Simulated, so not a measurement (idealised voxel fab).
The process module that follows is named voxel released beams.
FYI the section here is cut, 290 nm wide, cells are 5 nm squares.
How to read a cross-section here: the picture is a grid of square cells, written as bands going from the top down, and any band can span one or more rows of cells.
Band entry format. Leading values: height of top, height of bottom, nm. Remainder: materials in left-to-right order, each with its width in nm. Special words: "edge to edge" on a single material, which then fills the band edge to edge; "blank", empty space.
A quick word on heights: they are counted from 0, and under that level the wafer as it came to us is one material throughout. The lowest band is different from the rest in having no bottom; it simply continues downward, written as in "z 0 and below".
Quick explanation for "30 to 40": the width changes in equal steps down the rows of cells, from the first number in the band's top row to the second number in its bottom row.
The cross-section has no changed cell in any step marked "nothing was modified".
For the entry "Non-vented voids", the listed items are empty spaces with no open way to the top whose size is 8 cells or more; each item follows the pattern width x height at distance, where distance is from the left edge and all three are in nm.
Post-settings text on a step line: simulator's own remark regarding the step.
overlay nm: on a step with a mask, how far right of its planned place the mask lay; negative means left.

List of planned process steps:
- 1: RECEIVE with material Si
- 2: CONFORMAL_DEP with material SiN, thk nm 10
- 3: DIRECTIONAL_DEP with material SiO2, thk nm 10
- 4: MASKED_ETCH with tone open, mask id ANCHOR, width nm 45, etch materials SiO2, depth nm 10, overlay nm 0
- 5: CONFORMAL_DEP with material polySi, thk nm 15
- 6: MASKED_ETCH with tone cover, mask id BEAM, width nm 90, etch materials polySi, depth nm 15, overlay nm 0
- 7: STRIP with etch materials SiO2

Here's what the wafer looked like in cross-section when it arrived - that's after step 1:
* z 0 and below = Si edge to edge
* Non-vented voids: none

Looking at the first of two wafers in cross-section at end of module - ran to plan:
* z 35 to 25 = 95 of blank, 20 of polySi, 15 of blank, 55 of polySi, 105 of blank
* z 25 to 20 = 95 of blank, 90 of polySi, 105 of blank
* z 20 to 10 = 100 of blank, 45 of polySi, 145 of blank
* z 10 to 0 = SiN edge to edge
* z 0 and below = Si edge to edge
* Non-vented voids: none

Wafer two cross-section, module end. Start and plan unchanged from wafer one; one mistake made during the run:
* z 35 to 20 = 95 of blank, 90 of polySi, 105 of blank
* z 20 to 10 = polySi edge to edge
* z 10 to 0 = SiN edge to edge
* z 0 and below = Si edge to edge
* Non-vented voids: none
What was done differently from what was planned? step 3 did not use the planned setting and instead ran as DIRECTIONAL_DEP with material polySi, thk nm 10
End check, counted in cells, second wafer has more or fewer of these materials than the first: polySi: 104 more
